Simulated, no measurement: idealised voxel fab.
process module | voxel self aligned contacts
cross-section cut | 145 nm wide | cells 5 nm
A cross-section is a grid of square cells, given in bands from the top down. A band is one or more rows of cells.
Each band's line starts with the height of the band's top and of its bottom, in nm. Then come its materials from left to right, each with its width in nm. One material with "throughout" fills the band from edge to edge. "air" is empty space.
Height 0 is the level under which the wafer as received is all one material. The lowest band goes on downwards, as in "0 down".
A width such as "30 to 40" changes by the same amount from each row of cells to the next, from the band's top row to its bottom row.
"no change" after a step means that no cell of the cross-section changed.
closed voids: empty space of 8 cells or more with no open way to the top, each as width x height at its distance from the left edge, in nm
after a step's settings: what the simulator itself notes on the step
overlay nm, on a step with a mask: how far to the right of its planned place the mask lay; to the left if negative
plan
1 op RECEIVE | material Si
2 op OXIDIZE | depth nm 5
3 op DIRECTIONAL_DEP | material polySi | thk nm 20
4 op DIRECTIONAL_DEP | material SiN | thk nm 25
5 op DIRECTIONAL_DEP | material aC | thk nm 10
6 op PATTERN | tone cover | mask id GATE | material resist | width nm 35 | pitch nm 75 | thk nm 25 | overlay nm 0
7 op DIRECTIONAL_ETCH | etch materials aC | depth nm 10
8 op STRIP | etch materials resist
9 op DIRECTIONAL_ETCH | etch materials SiN | depth nm 25
10 op DIRECTIONAL_ETCH | etch materials polySi | depth nm 20
11 op STRIP | etch materials aC
12 op CONFORMAL_DEP | material SiN | thk nm 10
13 op DIRECTIONAL_ETCH | etch materials SiN | depth nm 10
14 op FILL_DEP | material SiO2 | thk nm 15
15 op CMP | height nm 55
16 op MASKED_ETCH | tone open | mask id CONTACT | width nm 50 | etch materials SiO2 | depth nm 60 | overlay nm 0
17 op CONFORMAL_DEP | material TiN | thk nm 5
18 op FILL_DEP | material Ru | thk nm 5
19 op CMP | height nm 55
20 op CONFORMAL_DEP | material SiCN | thk nm 5
as received, after step 1
  0 down: Si throughout
  closed voids: none
a wafer at the end: this start, this plan, one mistake
  60 to 55: SiCN throughout
  55 to 45: SiO2 45 | TiN 5 to 20 | Ru 40 to 10 | TiN 5 to 20 | SiO2 50
  45 to 20: SiO2 5 | SiN 55 | TiN 5 | Ru 10 | TiN 5 | SiN 55 | SiO2 10
  20 to 15: SiO2 60 | TiN 20 | SiO2 65
  15 to 0: polySi throughout
  0 down: Si throughout
  closed voids: none
what went wrong: steps 2 and 3 were swapped
